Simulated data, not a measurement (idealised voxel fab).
The document below concerns the process module designated voxel self aligned vias.
Section cut is 235 nm wide and gridded with 5 nm square cells.
The cross-sections in this document take the form of a grid made of square cells. They are written out as bands, in order from top to bottom. Each band consists of one or more rows of cells.
Heights first: top, then bottom, in nm. Then materials, left to right, each with a width in nm. "everywhere" on a single material: fills the band edge to edge. "blank": empty space.
Heads up on the height convention: 0 is the point under which the incoming wafer is all one material, and the lowest band has no bottom, it just keeps going down, like "0 down".
So if you see something like "30 to 40" for the width, read it as the top row of the band sitting at the first number and the bottom row at the second, with every row in between moving by the same amount as the last.
Key: "nothing different" - step with no changed cell in the cross-section.
Voids not open to the top, 8 cells minimum: see "Catalogued sealed voids". Written width x height at distance; distance is from the left edge; nm.
On a step's line, text after the settings is the simulator commenting on that step.
What "overlay nm" on a step's line means: if the step has a mask, that mask lay this far to the right of its planned place, or, when the value is negative, to the left.
Planned process steps:
1. RECEIVE | material Si
2. CONFORMAL_DEP | material SiO2 | thk nm 15
3. CONFORMAL_DEP | material SiCN | thk nm 5
4. DIRECTIONAL_DEP | material SiO2 | thk nm 30
5. DIRECTIONAL_DEP | material aC | thk nm 15
6. PATTERN | tone open | mask id LINES | material resist | width nm 25 | pitch nm 60 | thk nm 30 | overlay nm 0
7. DIRECTIONAL_ETCH | etch materials aC | depth nm 15
8. STRIP | etch materials resist
9. DIRECTIONAL_ETCH | etch materials SiO2 | depth nm 30
10. STRIP | etch materials aC
11. CONFORMAL_DEP | material TiN | thk nm 5
12. FILL_DEP | material W | thk nm 10
13. CMP | height nm 50
14. SELECTIVE_ETCH | etch materials W Ru TiN | depth nm 10
15. FILL_DEP | material SiN | thk nm 10
16. CMP | height nm 50
17. DIRECTIONAL_DEP | material SiO2 | thk nm 15
18. MASKED_ETCH | tone open | mask id VIAS | width nm 45 | etch materials SiO2 | depth nm 15 | overlay nm 0
19. MASKED_ETCH | tone open | mask id VIAS | width nm 45 | etch materials SiN | depth nm 10 | overlay nm 0
20. CONFORMAL_DEP | material TiN | thk nm 5
21. FILL_DEP | material Ru | thk nm 5
22. CMP | height nm 65
23. CONFORMAL_DEP | material SiN | thk nm 5
Incoming wafer, cross-sectional view, post step 1:
	0 down  Si everywhere
	Catalogued sealed voids: none
Cross-sectional view of the first of the two wafers upon completion of the module, processed in accordance with the plan:
	70 to 65  SiN everywhere
	65 to 55  65 SiO2 | 5 TiN | 35 Ru | 5 TiN | 125 SiO2
	55 to 50  65 SiO2 | 15 TiN | 15 Ru | 15 TiN | 125 SiO2
	50 to 45  75 SiO2 | 5 TiN | 15 Ru | 5 TiN | 35 SiO2 | 25 SiN | 75 SiO2
	45 to 40  75 SiO2 | 25 TiN | 35 SiO2 | 25 SiN | 75 SiO2
	40 to 25  75 SiO2 | 5 TiN | 15 W | 5 TiN | 35 SiO2 | 5 TiN | 15 W | 5 TiN | 75 SiO2
	25 to 20  75 SiO2 | 25 TiN | 35 SiO2 | 25 TiN | 75 SiO2
	20 to 15  SiCN everywhere
	15 to 0  SiO2 everywhere
	0 down  Si everywhere
	Catalogued sealed voids: none
Second wafer through the module, sectioned at the end: same beginning and same plan as the first wafer, with one mistake in carrying it out:
	70 to 65  SiN everywhere
	65 to 55  65 SiO2 | 5 TiN | 35 Ru | 5 TiN | 125 SiO2
	55 to 50  65 SiO2 | 45 TiN | 125 SiO2
	50 to 40  65 SiN | 15 TiN | 15 W | 15 TiN | 25 SiN | 5 TiN | 15 W | 5 TiN | 75 SiN
	40 to 25  75 SiO2 | 5 TiN | 15 W | 5 TiN | 35 SiO2 | 5 TiN | 15 W | 5 TiN | 75 SiO2
	25 to 20  75 SiO2 | 25 TiN | 35 SiO2 | 25 TiN | 75 SiO2
	20 to 15  SiCN everywhere
	15 to 0  SiO2 everywhere
	0 down  Si everywhere
	Catalogued sealed voids: none
It is concluded that the wafer was processed incorrectly with respect to the plan, in that note that step 14 departed from the planned setting and was carried out as SELECTIVE_ETCH | etch materials SiO2 | depth nm 10
Counted in cells at the end, the second wafer holds more or fewer of these materials than the first: Ru: 6 fewer; SiN: 56 more; SiO2: 74 fewer; TiN: 12 more; W: 12 more
